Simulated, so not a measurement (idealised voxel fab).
You're looking at the process module voxel transistor to metal.
FYI the section here is cut, 210 nm wide, cells are 5 nm squares.
Throughout this document, each cross-section is represented as a grid of square cells and is presented as a sequence of bands enumerated from the top downward, where a band comprises one or more rows of cells. Within each band entry, the heights of the top and of the bottom of the band appear first, in that order and in nm; the materials of the band then follow from left to right, each with its corresponding width in nm. The designation "throughout" on a single material indicates that it fills the band from edge to edge; the designation "air" indicates empty space. Zero point of the height axis is 0; under it, received wafer = one material. Lowest band: continues down indefinitely, "0 and below". Width spec "30 to 40" -> top row of cells at first value, bottom row at second value, equal per-row change in between. Any step labelled "no modifications" changed none of the cells in the cross-section. Basically, "Sealed void list" tells you about the enclosed voids: empty spaces with no open way to the top, 8 cells or bigger, each written width x height at distance, where distance is from the left edge, all in nm. On each step's line, the part that comes after the settings is the simulator's own comment on the step. A step's line can hold "overlay nm"; with a mask on that step, the setting says how far right of the planned place the mask lay, while a negative setting says it lay to the left.
Listed below are the process steps as planned
1. RECEIVE (material Si)
2. CONFORMAL_DEP (material SiO2; thk nm 5)
3. CONFORMAL_DEP (material SiN; thk nm 10)
4. MASKED_ETCH (tone cover; mask id ACTIVE; width nm 115; etch materials SiN; depth nm 10; overlay nm 0)
5. MASKED_ETCH (tone cover; mask id ACTIVE; width nm 115; etch materials SiO2; depth nm 5; overlay nm 0)
6. MASKED_ETCH (tone cover; mask id ACTIVE; width nm 115; etch materials Si; depth nm 35; overlay nm 0)
7. OXIDIZE (depth nm 5)
8. FILL_DEP (material SiO2; thk nm 15)
9. CMP (height nm 15)
10. SELECTIVE_ETCH (etch materials SiO2; depth nm 5)
11. STRIP (etch materials SiN)
12. SELECTIVE_ETCH (etch materials SiO2; depth nm 5)
13. OXIDIZE (depth nm 5)
14. DIRECTIONAL_DEP (material polySi; thk nm 30)
15. DIRECTIONAL_DEP (material SiCN; thk nm 10)
16. PATTERN (tone cover; mask id GATE; material resist; width nm 25; thk nm 15; overlay nm 0)
17. DIRECTIONAL_ETCH (etch materials SiCN; depth nm 20)
18. DIRECTIONAL_ETCH (etch materials polySi; depth nm 40)
19. STRIP (etch materials resist)
20. CONFORMAL_DEP (material SiN; thk nm 10)
21. DIRECTIONAL_ETCH (etch materials SiN; depth nm 10)
22. DIRECTIONAL_ETCH (etch materials SiO2; depth nm 5)
23. EPI (material nSi; thk nm 5)
24. FILL_DEP (material SiO2; thk nm 5)
25. CMP (height nm 40)
26. DIRECTIONAL_DEP (material SiO2; thk nm 10)
27. DIRECTIONAL_DEP (material aC; thk nm 10)
28. PATTERN (tone open; mask id CONTACT; material resist; width nm 20; pitch nm 75; thk nm 30; overlay nm 0)
29. DIRECTIONAL_ETCH (etch materials aC; depth nm 10)
30. STRIP (etch materials resist)
31. DIRECTIONAL_ETCH (etch materials SiO2; depth nm 50)
32. STRIP (etch materials aC)
33. CONFORMAL_DEP (material TiN; thk nm 5)
34. FILL_DEP (material Ru; thk nm 5)
35. CMP (height nm 50)
36. CONFORMAL_DEP (material SiCN; thk nm 5)
37. DIRECTIONAL_DEP (material lowk; thk nm 15)
38. PATTERN (tone open; mask id METAL_1; material resist; width nm 20; pitch nm 75; thk nm 20; overlay nm 0)
39. DIRECTIONAL_ETCH (etch materials lowk; depth nm 15)
40. DIRECTIONAL_ETCH (etch materials SiCN; depth nm 5)
41. STRIP (etch materials resist)
42. CONFORMAL_DEP (material TiN; thk nm 5)
43. FILL_DEP (material W; thk nm 5)
44. CMP (height nm 70)
45. CONFORMAL_DEP (material SiN; thk nm 5)
Wafer cross-section on receipt, i.e. after step 1
    0 and below: Si throughout
    Sealed void list: none
Here's the wafer cut in cross-section after the module, started and planned just like above, except one thing was done wrong in the run
    75 down to 70: SiN throughout
    70 down to 55: lowk: 55, TiN: 5, W: 10, TiN: 5, lowk: 55, TiN: 5, W: 10, TiN: 5, lowk: 60
    55 down to 50: SiCN: 55, TiN: 20, SiCN: 55, TiN: 20, SiCN: 60
    50 down to 40: SiO2: 55, TiN: 5, Ru: 10, TiN: 5, SiO2: 55, TiN: 5, Ru: 10, TiN: 5, SiO2: 60
    40 down to 30: SiO2: 55, TiN: 5, Ru: 10, TiN: 5, SiO2: 5, SiN: 10, SiCN: 25, SiN: 10, SiO2: 5, TiN: 5, Ru: 10, TiN: 5, SiO2: 60
    30 down to 5: SiO2: 55, TiN: 5, Ru: 10, TiN: 5, SiO2: 5, SiN: 10, polySi: 25, SiN: 10, SiO2: 5, TiN: 5, Ru: 10, TiN: 5, SiO2: 60
    5 down to 0: SiO2: 35, SiN: 10, SiO2: 10, TiN: 20, SiO2: 5, SiN: 10, polySi: 25, SiN: 10, SiO2: 5, TiN: 20, SiO2: 10, SiN: 10, SiO2: 40
    0 down to -5: SiO2: 35, SiN: 15, nSi: 30, SiO2: 45, nSi: 30, SiN: 15, SiO2: 40
    -5 down to -10: SiO2: 55, Si: 95, SiO2: 60
    -10 down to -40: SiO2: 50, Si: 105, SiO2: 55
    -40 and below: Si throughout
    Sealed void list: none
Finding, execution versus plan: a sequencing error occurred in which plan steps 10 and 11 were transposed
